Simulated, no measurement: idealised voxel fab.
Process module, titled voxel released beams
The figure presents cross-section cut, which has a width of 285 nm and is divided into square cells with an edge length of 5 nm.
The cross-sections in this document take the form of a grid made of square cells. They are written out as bands, in order from top to bottom. Each band consists of one or more rows of cells. A band entry consists of two parts. The first gives the height of the band's top and the height of its bottom, in nm. The rest lists the band's materials from left to right, each with its width in nm. A single material labelled with the word "edge to edge" fills the band from edge to edge, and the word "air" marks empty space. Heads up on the height convention: 0 is the point under which the incoming wafer is all one material, and the lowest band has no bottom, it just keeps going down, like "0 -> down". Read "30..40" as a graded width: first number on top, second number at the bottom, same change between each pair of neighbouring rows. The designation "remains unaltered", where it is given for a processing step, indicates that no cell of the cross-section was altered in the course of that step. Look at "Closed void list" for the closed voids: empty spaces with no open path to the top, sized 8 cells or up. Each is width x height at distance, distance from the left edge, all nm. Read whatever lies past the settings on a step's line as the simulator's own remark about the step. overlay nm: right-of-plan distance of the mask on a masked step; negative values mean left-of-plan.

PLANNED PROCESS STEPS
1 RECEIVE [material Si]
2 CONFORMAL_DEP [material SiN] [thk nm 10]
3 DIRECTIONAL_DEP [material SiO2] [thk nm 10]
4 MASKED_ETCH [tone open] [mask id ANCHOR] [width nm 30] [etch materials SiO2] [depth nm 10] [overlay nm 0]
5 CONFORMAL_DEP [material polySi] [thk nm 10]
6 DIRECTIONAL_DEP [material aC] [thk nm 15]
7 PATTERN [tone cover] [mask id BEAM] [material resist] [width nm 110] [thk nm 30] [overlay nm 0]
8 DIRECTIONAL_ETCH [etch materials aC] [depth nm 15]
9 STRIP [etch materials resist]
10 DIRECTIONAL_ETCH [etch materials polySi] [depth nm 10]
11 STRIP [etch materials aC]
12 STRIP [etch materials SiO2]

SO, THE FIRST OF OUR TWO WAFERS, RUN JUST AS WE PLANNED IT

AS RECEIVED (POST STEP 1): CROSS-SECTION
    0 -> down = Si edge to edge
    Closed void list: none

WAFER AFTER STEP 2 (CROSS-SECTION)
    10 -> 0 = SiN edge to edge
    Under 0: no change, same as before.

WAFER AFTER STEP 3 (CROSS-SECTION)
    20 -> 10 = SiO2 edge to edge
    Under 10: no change, same as before.

WAFER AFTER STEP 4 (CROSS-SECTION)
    20 -> 10 = 90 of SiO2 | 30 of air | 165 of SiO2
    Under 10: no change, same as before.

WAFER AFTER STEP 5 (CROSS-SECTION)
    30 -> 20 = 100 of polySi | 10 of air | 175 of polySi
    20 -> 10 = 90 of SiO2 | 30 of polySi | 165 of SiO2
    Under 10: no change, same as before.

WAFER AFTER STEP 6 (CROSS-SECTION)
    45 -> 35 = 100 of aC | 10 of air | 175 of aC
    35 -> 30 = aC edge to edge
    30 -> 20 = 100 of polySi | 10 of aC | 175 of polySi
    Under 20: no change, same as before.

WAFER AFTER STEP 7 (CROSS-SECTION)
    75 -> 45 = 85 of air | 110 of resist | 90 of air
    45 -> 35 = 100 of aC | 10 of resist | 175 of aC
    Under 35: no change, same as before.

WAFER AFTER STEP 8 (CROSS-SECTION)
    60 -> 45 = 85 of air | 110 of resist | 90 of air
    45 -> 35 = 85 of air | 15 of aC | 10 of resist | 85 of aC | 90 of air
    35 -> 30 = 85 of air | 110 of aC | 90 of air
    Under 30: no change, same as before.

WAFER AFTER STEP 9 (CROSS-SECTION)
    45 -> 35 = 85 of air | 15 of aC | 10 of air | 85 of aC | 90 of air
    Under 35: no change, same as before.

WAFER AFTER STEP 10 (CROSS-SECTION)
    45 -> 35 = 85 of air | 15 of aC | 10 of air | 85 of aC | 90 of air
    35 -> 30 = 85 of air | 110 of aC | 90 of air
    30 -> 20 = 85 of air | 15 of polySi | 10 of aC | 85 of polySi | 90 of air
    Under 20: no change, same as before.

WAFER AFTER STEP 11 (CROSS-SECTION)
    30 -> 20 = 85 of air | 15 of polySi | 10 of air | 85 of polySi | 90 of air
    Under 20: no change, same as before.

WAFER AFTER STEP 12 (CROSS-SECTION)
    30 -> 20 = 85 of air | 15 of polySi | 10 of air | 85 of polySi | 90 of air
    20 -> 10 = 90 of air | 30 of polySi | 165 of air
    Under 10: no change, same as before.

WAFER TWO. SAME START, SAME PLAN, ONE SLIP IN EXECUTION. SAME AS WAFER ONE THROUGH STEP 11, INCLUSIVE

CROSS-SECTIONAL REPRESENTATION OF THE SECOND WAFER AT THE TIME DESIGNATED IN THE PLAN FOR THE COMPLETION OF STEP 12
    30 -> 20 = 85 of air | 15 of polySi | 10 of air | 85 of polySi | 90 of air
    20 -> 10 = 90 of air | 30 of polySi | 165 of air
    Under 10: no change, same as before.
Diagnosis: it should be noted that step 12 of the plan was executed twice
At process end the two wafers are indistinguishable in cross-section, so the error does not change what this model computes.
